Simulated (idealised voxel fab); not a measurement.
The following process module bears the name voxel double patterning.
Shown is cross-section cut, with a width of 235 nm and square cells of size 5 nm.
Reading order for cross-sections: top band down to bottom band. Underlying form: a grid of square cells. Band size: one or more rows of cells.
The band entry comprises the height of the band's top followed by the height of its bottom, expressed in nm, and subsequently the band's materials from left to right, each stated together with its width in nm. Where a single material is marked with the word "edge to edge", that material fills the band from edge to edge. The word "blank" represents empty space.
The reference from which all heights are counted is 0, the level beneath which the as-received wafer is entirely one material; the lowest band, having no lower bound, proceeds downward and is written after the example "z 0 and below".
The two numbers in a width such as "30..40" mark its ends across the band: the first belongs to the top row of cells, the second to the bottom row, and from each row to the next the width moves by the same amount.
"all unchanged" -> step changed no cross-section cell.
Look at "Cavities, sealed" for the closed voids: empty spaces with no open path to the top, sized 8 cells or up. Each is width x height at distance, distance from the left edge, all nm.
What comes after the settings on a step's line is commentary from the simulator itself on that step.
overlay nm: on a step with a mask, how far right of its planned place the mask lay; negative means left.

PLANNED PROCESS STEPS
step 1: RECEIVE [material Si]
step 2: CONFORMAL_DEP [material SiO2] [thk nm 10]
step 3: DIRECTIONAL_DEP [material W] [thk nm 15]
step 4: DIRECTIONAL_DEP [material SiN] [thk nm 10]
step 5: DIRECTIONAL_DEP [material aC] [thk nm 15]
step 6: PATTERN [tone open] [mask id FIRST] [material resist] [width nm 15] [pitch nm 50] [thk nm 35] [overlay nm 0]
step 7: DIRECTIONAL_ETCH [etch materials aC] [depth nm 15]
step 8: STRIP [etch materials resist]
step 9: DIRECTIONAL_ETCH [etch materials SiN] [depth nm 10]
step 10: STRIP [etch materials aC]
step 11: PATTERN [tone open] [mask id SECOND] [material resist] [width nm 15] [pitch nm 50] [thk nm 15] [overlay nm 0]
step 12: DIRECTIONAL_ETCH [etch materials SiN] [depth nm 10]
step 13: STRIP [etch materials resist]
step 14: DIRECTIONAL_ETCH [etch materials W] [depth nm 15]
step 15: STRIP [etch materials SiN]

INCOMING WAFER, CROSS-SECTIONAL VIEW, POST STEP 1
z 0 and below | Si edge to edge
Cavities, sealed: none

FIRST WAFER AT THE END, AS PLANNED
z 25 to 10 | W 60 nm; blank 15 nm; W 10 nm; blank 15 nm; W 10 nm; blank 15 nm; W 10 nm; blank 15 nm; W 10 nm; blank 15 nm; W 60 nm
z 10 to 0 | SiO2 edge to edge
z 0 and below | Si edge to edge
Cavities, sealed: none

HERE'S THE SECOND OF OUR TWO WAFERS SECTIONED AT MODULE END. SAME START AS THE FIRST, SAME PLAN, BUT ONE MISTAKE GOT MADE RUNNING IT
z 25 to 10 | blank 85 nm; W 15 nm; blank 35 nm; W 15 nm; blank 85 nm
z 10 to 0 | SiO2 edge to edge
z 0 and below | Si edge to edge
Cavities, sealed: none
What went wrong in running the wafer? note that step 11 departed from the planned setting and was carried out as PATTERN [tone cover] [mask id SECOND] [material resist] [width nm 15] [pitch nm 50] [thk nm 15] [overlay nm 0]
Once processing is complete, comparing cell counts shows that the second wafer has more or fewer of certain materials than the first: W: 78 fewer
